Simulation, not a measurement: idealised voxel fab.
Proc. module: voxel air gaps
Xsec cut, 240 nm wide, square cell size 5 nm.
Cross-section layout: square cells on a grid; listed as bands, top to bottom; a band spans one or more cell rows. What a band's entry tells you: where the top is and where the bottom is, as heights in nm, and after that what lies inside, material by material from left to right, each with its width in nm. Empty space is written as the word "air", and a single material marked with the word "full width" occupies the band from edge to edge. Heads up on the height convention: 0 is the point under which the incoming wafer is all one material, and the lowest band has no bottom, it just keeps going down, like "0 down". Width spec "30->40" -> top row of cells at first value, bottom row at second value, equal per-row change in between. "remained unchanged" -> step changed no cross-section cell. The entry "Enclosed void list" lists the empty spaces that cover at least 8 cells and have no open path to the top. Each is written as width x height at distance, where the distance is measured from the left edge and all three values are in nm. Past the settings on a step's line: simulator remark, on that step. If you see "overlay nm" on a step's line and that step has a mask, it's telling you how far right of where it was planned the mask ended up; a negative number means it went left instead.
## Process steps - plan
| 1 | RECEIVE (material Si) |
| 2 | CONFORMAL_DEP (material SiO2; thk nm 10) |
| 3 | CONFORMAL_DEP (material SiCN; thk nm 5) |
| 4 | DIRECTIONAL_DEP (material lowk; thk nm 35) |
| 5 | DIRECTIONAL_DEP (material aC; thk nm 15) |
| 6 | PATTERN (tone open; mask id LINES; material resist; width nm 25; pitch nm 50; thk nm 35; overlay nm 0) |
| 7 | DIRECTIONAL_ETCH (etch materials aC; depth nm 15) |
| 8 | STRIP (etch materials resist) |
| 9 | DIRECTIONAL_ETCH (etch materials lowk; depth nm 35) |
| 10 | STRIP (etch materials aC) |
| 11 | CONFORMAL_DEP (material TiN; thk nm 5) |
| 12 | FILL_DEP (material Cu; thk nm 10) |
| 13 | CMP (height nm 50) |
| 14 | EPI (material Ru; thk nm 10) |
| 15 | SELECTIVE_ETCH (etch materials lowk; depth nm 45) |
| 16 | CONFORMAL_DEP (material SiCN; thk nm 5) |
## Incoming wafer in cross-section (state: after step 1)
    0 down: Si full width
    Enclosed void list: none
## Wafer cross-section at end of module: start and plan as shown above, one execution error
    75 to 60: 5 of air | 225 of SiCN | 10 of air
    60 to 50: 5 of air | 15 of SiCN | 45 of Ru | 5 of SiCN | 45 of Ru | 5 of SiCN | 45 of Ru | 5 of SiCN | 45 of Ru | 15 of SiCN | 10 of air
    50 to 45: 5 of air | 25 of SiCN | 5 of TiN | 15 of Cu | 5 of TiN | 25 of SiCN | 5 of TiN | 15 of Cu | 5 of TiN | 25 of SiCN | 5 of TiN | 15 of Cu | 5 of TiN | 25 of SiCN | 5 of TiN | 15 of Cu | 5 of TiN | 25 of SiCN | 10 of air
    45 to 35: 5 of air | 25 of SiCN | 5 of TiN | 15 of Cu | 5 of TiN | 5 of SiCN | 15 of air | 5 of SiCN | 5 of TiN | 15 of Cu | 5 of TiN | 5 of SiCN | 15 of air | 5 of SiCN | 5 of TiN | 15 of Cu | 5 of TiN | 5 of SiCN | 15 of air | 5 of SiCN | 5 of TiN | 15 of Cu | 5 of TiN | 25 of SiCN | 10 of air
    35 to 30: 15 of air | 15 of SiCN | 5 of TiN | 15 of Cu | 5 of TiN | 5 of SiCN | 15 of air | 5 of SiCN | 5 of TiN | 15 of Cu | 5 of TiN | 5 of SiCN | 15 of air | 5 of SiCN | 5 of TiN | 15 of Cu | 5 of TiN | 5 of SiCN | 15 of air | 5 of SiCN | 5 of TiN | 15 of Cu | 5 of TiN | 15 of SiCN | 20 of air
    30 to 20: 30 of SiCN | 5 of TiN | 15 of Cu | 5 of TiN | 5 of SiCN | 15 of air | 5 of SiCN | 5 of TiN | 15 of Cu | 5 of TiN | 5 of SiCN | 15 of air | 5 of SiCN | 5 of TiN | 15 of Cu | 5 of TiN | 5 of SiCN | 15 of air | 5 of SiCN | 5 of TiN | 15 of Cu | 5 of TiN | 35 of SiCN
    20 to 15: 30 of SiCN | 25 of TiN | 25 of SiCN | 25 of TiN | 25 of SiCN | 25 of TiN | 25 of SiCN | 25 of TiN | 35 of SiCN
    15 to 10: SiCN full width
    10 to 0: SiO2 full width
    0 down: Si full width
    Enclosed void list: 15 x 25 at 60; 15 x 25 at 110; 15 x 25 at 160
The plan and the run diverged here: heads up, step 16 didn't go per plan, it actually ran as CONFORMAL_DEP (material SiCN; thk nm 15)
